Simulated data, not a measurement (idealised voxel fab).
The process module that follows is named voxel ribs on slabs.
Square cells of 5 nm make up the cross-section cut, whose width is 295 nm.
Cross-section format: a grid of square cells, given as bands from top to bottom; each band is one or more rows of cells.
Top height, bottom height, nm. Materials left to right, width each, nm. Single material + "edge to edge" = fills band edge to edge. "air" = empty.
For the purposes of this specification, 0 denotes the height below which the wafer in its as-received condition is composed wholly of one material, and the lowermost band, lacking a lower limit, extends downward without end, as expressed in "0 and below".
Width "30..40": first value at the band's top row of cells, second value at its bottom row, equal change from row to row.
"no change occurred", as given for a step, is the statement that not any cell of the cross-section underwent a change during that step.
So "Sealed cavities" is basically the list of trapped voids: any empty space of 8 cells or more that can't reach the top through an opening. They're written width x height at distance, the distance being from the left edge, and it's all nm.
Post-settings text on a step line: simulator's own remark regarding the step.
"overlay nm", when on a step's line for a step with a mask, measures how far to the right of its planned place the mask lay; a negative measure means to the left.
Process steps - plan:
1 RECEIVE (material Si)
2 DIRECTIONAL_DEP (material SiO2; thk nm 30)
3 DIRECTIONAL_DEP (material polySi; thk nm 25)
4 PATTERN (tone cover; mask id RIB; material resist; width nm 30; thk nm 20; overlay nm 0)
5 DIRECTIONAL_ETCH (etch materials polySi; depth nm 15)
6 STRIP (etch materials resist)
7 MASKED_ETCH (tone cover; mask id SLAB; width nm 60; etch materials polySi; depth nm 10; overlay nm 0)
8 FILL_DEP (material SiO2; thk nm 30)
9 CMP (height nm 75)
10 DIRECTIONAL_DEP (material W; thk nm 5)
11 DIRECTIONAL_DEP (material aC; thk nm 10)
12 PATTERN (tone cover; mask id HEATER; material resist; width nm 40; thk nm 25; overlay nm 0)
13 DIRECTIONAL_ETCH (etch materials aC; depth nm 10)
14 STRIP (etch materials resist)
15 DIRECTIONAL_ETCH (etch materials W; depth nm 5)
16 STRIP (etch materials aC)
17 CONFORMAL_DEP (material SiO2; thk nm 10)
First wafer of two (run as planned):
Cross-section: wafer on arrival = after step 1:
	0 and below | Si edge to edge
	Sealed cavities: none
State of the wafer after step 2, shown in cross-section:
	30 down to 0 | SiO2 edge to edge
	Everything below 0 is unchanged.
State of the wafer after step 3, shown in cross-section:
	55 down to 30 | polySi edge to edge
	Everything below 30 is unchanged.
State of the wafer after step 4, shown in cross-section:
	75 down to 55 | 130 nm air, 30 nm resist, 135 nm air
	Everything below 55 is unchanged.
State of the wafer after step 5, shown in cross-section:
	75 down to 55 | 130 nm air, 30 nm resist, 135 nm air
	55 down to 40 | 130 nm air, 30 nm polySi, 135 nm air
	Everything below 40 is unchanged.
State of the wafer after step 6, shown in cross-section:
	55 down to 40 | 130 nm air, 30 nm polySi, 135 nm air
	Everything below 40 is unchanged.
State of the wafer after step 7, shown in cross-section:
	55 down to 40 | 130 nm air, 30 nm polySi, 135 nm air
	40 down to 30 | 115 nm air, 60 nm polySi, 120 nm air
	Everything below 30 is unchanged.
State of the wafer after step 8, shown in cross-section:
	85 down to 55 | SiO2 edge to edge
	55 down to 40 | 130 nm SiO2, 30 nm polySi, 135 nm SiO2
	40 down to 30 | 115 nm SiO2, 60 nm polySi, 120 nm SiO2
	Everything below 30 is unchanged.
State of the wafer after step 9, shown in cross-section:
	75 down to 55 | SiO2 edge to edge
	Everything below 55 is unchanged.
State of the wafer after step 10, shown in cross-section:
	80 down to 75 | W edge to edge
	Everything below 75 is unchanged.
State of the wafer after step 11, shown in cross-section:
	90 down to 80 | aC edge to edge
	Everything below 80 is unchanged.
State of the wafer after step 12, shown in cross-section:
	115 down to 90 | 125 nm air, 40 nm resist, 130 nm air
	Everything below 90 is unchanged.
State of the wafer after step 13, shown in cross-section:
	105 down to 90 | 125 nm air, 40 nm resist, 130 nm air
	90 down to 80 | 125 nm air, 40 nm aC, 130 nm air
	Everything below 80 is unchanged.
State of the wafer after step 14, shown in cross-section:
	90 down to 80 | 125 nm air, 40 nm aC, 130 nm air
	Everything below 80 is unchanged.
State of the wafer after step 15, shown in cross-section:
	90 down to 80 | 125 nm air, 40 nm aC, 130 nm air
	80 down to 75 | 125 nm air, 40 nm W, 130 nm air
	Everything below 75 is unchanged.
State of the wafer after step 16, shown in cross-section:
	80 down to 75 | 125 nm air, 40 nm W, 130 nm air
	Everything below 75 is unchanged.
State of the wafer after step 17, shown in cross-section:
	90 down to 85 | 115 nm air, 60 nm SiO2, 120 nm air
	85 down to 80 | SiO2 edge to edge
	80 down to 75 | 125 nm SiO2, 40 nm W, 130 nm SiO2
	Everything below 75 is unchanged.
What follows concerns the second wafer, which started out like the first and was meant to follow the very same plan; one mistake crept in when it was run, but everything up to and including step 1 is the same as for the first wafer:
Second wafer profile in section, at the moment step 2 of the plan was meant to be complete:
	25 down to 0 | polySi edge to edge
	Everything below 0 is unchanged.
Second wafer profile in section, at the moment step 3 of the plan was meant to be complete:
	55 down to 25 | SiO2 edge to edge
	Everything below 25 is unchanged.
Second wafer profile in section, at the moment step 4 of the plan was meant to be complete:
	75 down to 55 | 130 nm air, 30 nm resist, 135 nm air
	Everything below 55 is unchanged.
Second wafer profile in section, at the moment step 5 of the plan was meant to be complete: no change occurred
Second wafer profile in section, at the moment step 6 of the plan was meant to be complete:
	55 down to 25 | SiO2 edge to edge
	Everything below 25 is unchanged.
Second wafer profile in section, at the moment step 7 of the plan was meant to be complete: no change occurred
Second wafer profile in section, at the moment step 8 of the plan was meant to be complete:
	85 down to 25 | SiO2 edge to edge
	Everything below 25 is unchanged.
Second wafer profile in section, at the moment step 9 of the plan was meant to be complete:
	75 down to 25 | SiO2 edge to edge
	Everything below 25 is unchanged.
Second wafer profile in section, at the moment step 10 of the plan was meant to be complete:
	80 down to 75 | W edge to edge
	Everything below 75 is unchanged.
Second wafer profile in section, at the moment step 11 of the plan was meant to be complete:
	90 down to 80 | aC edge to edge
	Everything below 80 is unchanged.
Second wafer profile in section, at the moment step 12 of the plan was meant to be complete:
	115 down to 90 | 125 nm air, 40 nm resist, 130 nm air
	Everything below 90 is unchanged.
Second wafer profile in section, at the moment step 13 of the plan was meant to be complete:
	105 down to 90 | 125 nm air, 40 nm resist, 130 nm air
	90 down to 80 | 125 nm air, 40 nm aC, 130 nm air
	Everything below 80 is unchanged.
Second wafer profile in section, at the moment step 14 of the plan was meant to be complete:
	90 down to 80 | 125 nm air, 40 nm aC, 130 nm air
	Everything below 80 is unchanged.
Second wafer profile in section, at the moment step 15 of the plan was meant to be complete:
	90 down to 80 | 125 nm air, 40 nm aC, 130 nm air
	80 down to 75 | 125 nm air, 40 nm W, 130 nm air
	Everything below 75 is unchanged.
Second wafer profile in section, at the moment step 16 of the plan was meant to be complete:
	80 down to 75 | 125 nm air, 40 nm W, 130 nm air
	Everything below 75 is unchanged.
Second wafer profile in section, at the moment step 17 of the plan was meant to be complete:
	90 down to 85 | 115 nm air, 60 nm SiO2, 120 nm air
	85 down to 80 | SiO2 edge to edge
	80 down to 75 | 125 nm SiO2, 40 nm W, 130 nm SiO2
	Everything below 75 is unchanged.
Short version of what went wrong: the run placed steps 2 and 3 each in the position the plan gave to the other
Final cells, second wafer relative to first, materials higher or lower: SiO2 -253; polySi +253
